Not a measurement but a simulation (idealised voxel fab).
Process module name: voxel ribs on slabs
Pictured: cross-section cut, 165 nm wide, on a grid of 5 nm square cells.
Cross-section layout: square cells on a grid; listed as bands, top to bottom; a band spans one or more cell rows. Quick guide to a band line: top height, bottom height (nm) up front; then every material left to right with its width in nm. Only one material and it's marked "full width"? Then it fills the band edge to edge. And "blank" just means empty space. Heights are expressed relative to 0, this being the level below which the as-received wafer comprises one material exclusively. The lowest band is unbounded in the downward direction and is denoted as in "z 0 and below". The two numbers in a width such as "30 to 40" mark its ends across the band: the first belongs to the top row of cells, the second to the bottom row, and from each row to the next the width moves by the same amount. Where the words "left unchanged" appear for a step, the cross-section shows no cell changed by that step; every cell remained as before. If an empty space has no open way to the top and is at least 8 cells in size, "Enclosed void catalog" lists it, written width x height at distance, where distance is measured from the left edge and every value is in nm. Step line, after settings: the simulator's comment on this step. overlay nm: step with mask; distance mask lay right of planned place; negative value = left of planned place.
Set out below are the planned steps of the process
- 1: RECEIVE [material Si]
- 2: DIRECTIONAL_DEP [material SiO2] [thk nm 30]
- 3: DIRECTIONAL_DEP [material SiN] [thk nm 25]
- 4: MASKED_ETCH [tone cover] [mask id RIB] [width nm 25] [etch materials SiN] [depth nm 15] [overlay nm 0]
- 5: DIRECTIONAL_DEP [material aC] [thk nm 15]
- 6: PATTERN [tone cover] [mask id SLAB] [material resist] [width nm 55] [thk nm 30] [overlay nm 0]
- 7: DIRECTIONAL_ETCH [etch materials aC] [depth nm 15]
- 8: STRIP [etch materials resist]
- 9: DIRECTIONAL_ETCH [etch materials SiN] [depth nm 10]
- 10: STRIP [etch materials aC]
- 11: FILL_DEP [material SiO2] [thk nm 15]
- 12: CMP [height nm 65]
- 13: DIRECTIONAL_DEP [material W] [thk nm 5]
- 14: PATTERN [tone cover] [mask id HEATER] [material resist] [width nm 35] [thk nm 20] [overlay nm 0]
- 15: DIRECTIONAL_ETCH [etch materials W] [depth nm 5]
- 16: STRIP [etch materials resist]
- 17: CONFORMAL_DEP [material SiO2] [thk nm 5]
first wafer, as planned
Cross-section of the wafer as it came to us, i.e., already through step 1
- z 0 and below  Si full width
- Enclosed void catalog: none
Take a look at the wafer's cross-section after step 2
- z 30 to 0  SiO2 full width
- Beneath the level 0, the cross-section is identical to its previous state.
Take a look at the wafer's cross-section after step 3
- z 55 to 30  SiN full width
- Beneath the level 30, the cross-section is identical to its previous state.
Take a look at the wafer's cross-section after step 4
- z 55 to 40  blank=70, SiN=25, blank=70
- Beneath the level 40, the cross-section is identical to its previous state.
Take a look at the wafer's cross-section after step 5
- z 70 to 55  blank=70, aC=25, blank=70
- z 55 to 40  aC=70, SiN=25, aC=70
- Beneath the level 40, the cross-section is identical to its previous state.
Take a look at the wafer's cross-section after step 6
- z 100 to 70  blank=55, resist=55, blank=55
- z 70 to 55  blank=55, resist=15, aC=25, resist=15, blank=55
- Beneath the level 55, the cross-section is identical to its previous state.
Take a look at the wafer's cross-section after step 7
- z 85 to 70  blank=55, resist=55, blank=55
- z 70 to 55  blank=55, resist=15, aC=25, resist=15, blank=55
- z 55 to 40  blank=55, aC=15, SiN=25, aC=15, blank=55
- Beneath the level 40, the cross-section is identical to its previous state.
Take a look at the wafer's cross-section after step 8
- z 70 to 55  blank=70, aC=25, blank=70
- Beneath the level 55, the cross-section is identical to its previous state.
Take a look at the wafer's cross-section after step 9
- z 70 to 55  blank=70, aC=25, blank=70
- z 55 to 40  blank=55, aC=15, SiN=25, aC=15, blank=55
- z 40 to 30  blank=55, SiN=55, blank=55
- Beneath the level 30, the cross-section is identical to its previous state.
Take a look at the wafer's cross-section after step 10
- z 55 to 40  blank=70, SiN=25, blank=70
- Beneath the level 40, the cross-section is identical to its previous state.
Take a look at the wafer's cross-section after step 11
- z 70 to 55  SiO2 full width
- z 55 to 40  SiO2=70, SiN=25, SiO2=70
- z 40 to 30  SiO2=55, SiN=55, SiO2=55
- Beneath the level 30, the cross-section is identical to its previous state.
Take a look at the wafer's cross-section after step 12
- z 65 to 55  SiO2 full width
- Beneath the level 55, the cross-section is identical to its previous state.
Take a look at the wafer's cross-section after step 13
- z 70 to 65  W full width
- Beneath the level 65, the cross-section is identical to its previous state.
Take a look at the wafer's cross-section after step 14
- z 90 to 70  blank=65, resist=35, blank=65
- Beneath the level 70, the cross-section is identical to its previous state.
Take a look at the wafer's cross-section after step 15
- z 90 to 70  blank=65, resist=35, blank=65
- z 70 to 65  blank=65, W=35, blank=65
- Beneath the level 65, the cross-section is identical to its previous state.
Take a look at the wafer's cross-section after step 16
- z 70 to 65  blank=65, W=35, blank=65
- Beneath the level 65, the cross-section is identical to its previous state.
Take a look at the wafer's cross-section after step 17
- z 75 to 70  blank=60, SiO2=45, blank=60
- z 70 to 65  SiO2=65, W=35, SiO2=65
- Beneath the level 65, the cross-section is identical to its previous state.
The second wafer began exactly as the first did and followed the same plan, but one mistake was made while running it; through step 1 inclusive, the two wafers are identical
Cross-section of the second wafer when, according to plan, step 2 should have finished
- z 25 to 0  SiN full width
- Beneath the level 0, the cross-section is identical to its previous state.
Cross-section of the second wafer when, according to plan, step 3 should have finished
- z 55 to 25  SiO2 full width
- Beneath the level 25, the cross-section is identical to its previous state.
Cross-section of the second wafer when, according to plan, step 4 should have finished: left unchanged
Cross-section of the second wafer when, according to plan, step 5 should have finished
- z 70 to 55  aC full width
- Beneath the level 55, the cross-section is identical to its previous state.
Cross-section of the second wafer when, according to plan, step 6 should have finished
- z 100 to 70  blank=55, resist=55, blank=55
- Beneath the level 70, the cross-section is identical to its previous state.
Cross-section of the second wafer when, according to plan, step 7 should have finished
- z 85 to 70  blank=55, resist=55, blank=55
- z 70 to 55  blank=55, aC=55, blank=55
- Beneath the level 55, the cross-section is identical to its previous state.
Cross-section of the second wafer when, according to plan, step 8 should have finished
- z 70 to 55  blank=55, aC=55, blank=55
- Beneath the level 55, the cross-section is identical to its previous state.
Cross-section of the second wafer when, according to plan, step 9 should have finished: left unchanged
Cross-section of the second wafer when, according to plan, step 10 should have finished
- z 55 to 25  SiO2 full width
- Beneath the level 25, the cross-section is identical to its previous state.
Cross-section of the second wafer when, according to plan, step 11 should have finished
- z 70 to 25  SiO2 full width
- Beneath the level 25, the cross-section is identical to its previous state.
Cross-section of the second wafer when, according to plan, step 12 should have finished
- z 65 to 25  SiO2 full width
- Beneath the level 25, the cross-section is identical to its previous state.
Cross-section of the second wafer when, according to plan, step 13 should have finished
- z 70 to 65  W full width
- Beneath the level 65, the cross-section is identical to its previous state.
Cross-section of the second wafer when, according to plan, step 14 should have finished
- z 90 to 70  blank=65, resist=35, blank=65
- Beneath the level 70, the cross-section is identical to its previous state.
Cross-section of the second wafer when, according to plan, step 15 should have finished
- z 90 to 70  blank=65, resist=35, blank=65
- z 70 to 65  blank=65, W=35, blank=65
- Beneath the level 65, the cross-section is identical to its previous state.
Cross-section of the second wafer when, according to plan, step 16 should have finished
- z 70 to 65  blank=65, W=35, blank=65
- Beneath the level 65, the cross-section is identical to its previous state.
Cross-section of the second wafer when, according to plan, step 17 should have finished
- z 75 to 70  blank=60, SiO2=45, blank=60
- z 70 to 65  SiO2=65, W=35, SiO2=65
- Beneath the level 65, the cross-section is identical to its previous state.
In executing the process, a mistake was made relative to the plan: transposition of steps 2 and 3 relative to the planned sequence
At the finish, the second wafer shows more or fewer cells for some materials than the first does: SiN: 128 more; SiO2: 128 fewer
